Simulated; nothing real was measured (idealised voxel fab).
Process module under the name voxel fin reveal
Shown is cross-section cut, with a width of 250 nm and square cells of size 5 nm.
Square cells in a grid make up a cross-section in this document, and the grid is given as bands, listed from the top down, each one or more rows of cells. What a band's entry tells you: where the top is and where the bottom is, as heights in nm, and after that what lies inside, material by material from left to right, each with its width in nm. Empty space is written as the word "air", and a single material marked with the word "full width" occupies the band from edge to edge. Height reference: 0 = level under which incoming wafer is all one material. Lowest band: no bottom, runs on downward, e.g. "0 and below". Width spec "30->40" -> top row of cells at first value, bottom row at second value, equal per-row change in between. "no change" (step): cross-section cells unchanged, all of them. Listed in "Sealed voids": every empty space of 8 or more cells without an open way to the top. Form: width x height at distance, the distance being from the left edge, all in nm. Past the settings on a step's line: simulator remark, on that step. A step line may carry the setting "overlay nm", which, for steps involving a mask, states the distance by which the mask lay to the right of its intended position; negative values denote displacement to the left.

[Planned step list for the process]
1) RECEIVE: material Si
2) CONFORMAL_DEP: material SiN, thk nm 5
3) DIRECTIONAL_DEP: material aC, thk nm 15
4) PATTERN: tone cover, mask id FINS, material resist, width nm 15, pitch nm 35, thk nm 35, overlay nm 0
5) DIRECTIONAL_ETCH: etch materials aC, depth nm 15
6) STRIP: etch materials resist
7) DIRECTIONAL_ETCH: etch materials SiN, depth nm 5
8) DIRECTIONAL_ETCH: etch materials Si, depth nm 35
9) STRIP: etch materials aC
10) OXIDIZE: depth nm 5
11) FILL_DEP: material SiO2, thk nm 15
12) CMP: height nm 5
13) SELECTIVE_ETCH: etch materials SiO2, depth nm 25
14) STRIP: etch materials SiN

[As-received wafer cross-section (after step 1)]
  0 and below | Si full width
  Sealed voids: none

[Here's the wafer cut in cross-section after the module, started and planned just like above, except one thing was done wrong in the run]
  0 down to -20 | air (85), then Si (5), then air (30), then Si (5), then air (30), then Si (5), then air (90)
  -20 down to -25 | SiO2 (55), then air (30), then Si (5), then air (30), then Si (5), then air (30), then Si (5), then air (30), then SiO2 (60)
  -25 down to -40 | SiO2 (85), then Si (5), then SiO2 (30), then Si (5), then SiO2 (30), then Si (5), then SiO2 (90)
  -40 and below | Si full width
  Sealed voids: none
So what did we get wrong on this run? swap of plan steps 13 and 14 during execution
